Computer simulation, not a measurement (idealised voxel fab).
The process module presented herein is designated voxel lift off.
Pictured: cross-section cut, 195 nm wide, on a grid of 5 nm square cells.
Cross-section spec: square-cell grid; bands listed top down; each band is one or more rows.
In this notation a band is specified by the heights of its top and bottom, in that order and in nm, after which its materials appear from left to right, each paired with its width in nm. The word "full width" attached to a single material means that material fills the band from edge to edge; the word "air" stands for empty space.
Beneath 0, the wafer as received is one material, and that level is where height counting begins. The lowest band goes on downward without a bottom; it is written like "0 and below".
Top row gets the first number, bottom row gets the second, and each row in between changes by the same step: that is how a band width like "30->40" works.
It should be understood that the words "nothing changed", when stated for a given step, signify that the cross-section underwent no change in any of its cells during that step.
Reported under the label "Enclosed void listing" are the empty spaces having no open way to the top and comprising 8 cells or more; the notation for each is width x height at distance, in which the distance is measured from the left edge and all three values are in nm.
Note: text after step settings on the step line = simulator remark on that step.
On any step carrying a mask, the "overlay nm" setting, if present on the step's line, tells how far right of its planned place the mask lay; negative values point to the left.
Steps planned for the process
step 1: RECEIVE: material Si
step 2: CONFORMAL_DEP: material SiN, thk nm 10
step 3: PATTERN: tone open, mask id LINES, material resist, width nm 15, pitch nm 45, thk nm 20, overlay nm 0
step 4: DIRECTIONAL_DEP: material Ru, thk nm 5
step 5: STRIP: etch materials resist
step 6: CONFORMAL_DEP: material SiCN, thk nm 5
First of the two wafers, run per plan
Wafer cross-section on receipt, i.e. after step 1
* 0 and below  Si full width
* Enclosed void listing: none
State of the wafer after step 2, shown in cross-section
* 10 down to 0  SiN full width
* Heights below 0 show no change.
State of the wafer after step 3, shown in cross-section
* 30 down to 10  20 resist  15 air  30 resist  15 air  30 resist  15 air  30 resist  15 air  25 resist
* Heights below 10 show no change.
State of the wafer after step 4, shown in cross-section
* 35 down to 30  20 Ru  15 air  30 Ru  15 air  30 Ru  15 air  30 Ru  15 air  25 Ru
* 30 down to 15  20 resist  15 air  30 resist  15 air  30 resist  15 air  30 resist  15 air  25 resist
* 15 down to 10  20 resist  15 Ru  30 resist  15 Ru  30 resist  15 Ru  30 resist  15 Ru  25 resist
* Heights below 10 show no change.
State of the wafer after step 5, shown in cross-section
* 15 down to 10  20 air  15 Ru  30 air  15 Ru  30 air  15 Ru  30 air  15 Ru  25 air
* Heights below 10 show no change.
State of the wafer after step 6, shown in cross-section
* 20 down to 15  15 air  25 SiCN  20 air  25 SiCN  20 air  25 SiCN  20 air  25 SiCN  20 air
* 15 down to 10  20 SiCN  15 Ru  30 SiCN  15 Ru  30 SiCN  15 Ru  30 SiCN  15 Ru  25 SiCN
* Heights below 10 show no change.
Second wafer. Start and plan as for the first. One mistake made in running. Agrees with the first up to and including step 2
Cross-section of the second wafer when, according to plan, step 3 should have finished
* 30 down to 10  15 resist  15 air  30 resist  15 air  30 resist  15 air  30 resist  15 air  30 resist
* Heights below 10 show no change.
Cross-section of the second wafer when, according to plan, step 4 should have finished
* 35 down to 30  15 Ru  15 air  30 Ru  15 air  30 Ru  15 air  30 Ru  15 air  30 Ru
* 30 down to 15  15 resist  15 air  30 resist  15 air  30 resist  15 air  30 resist  15 air  30 resist
* 15 down to 10  15 resist  15 Ru  30 resist  15 Ru  30 resist  15 Ru  30 resist  15 Ru  30 resist
* Heights below 10 show no change.
Cross-section of the second wafer when, according to plan, step 5 should have finished
* 15 down to 10  15 air  15 Ru  30 air  15 Ru  30 air  15 Ru  30 air  15 Ru  30 air
* Heights below 10 show no change.
Cross-section of the second wafer when, according to plan, step 6 should have finished
* 20 down to 15  10 air  25 SiCN  20 air  25 SiCN  20 air  25 SiCN  20 air  25 SiCN  25 air
* 15 down to 10  15 SiCN  15 Ru  30 SiCN  15 Ru  30 SiCN  15 Ru  30 SiCN  15 Ru  30 SiCN
* Heights below 10 show no change.
In executing the process, a mistake was made relative to the plan: step 3 ran as: PATTERN: tone open, mask id LINES, material resist, width nm 15, pitch nm 45, thk nm 20, overlay nm -5
So at the finish, the second wafer's got exactly as many cells of each material as the first, just not in the same spots.
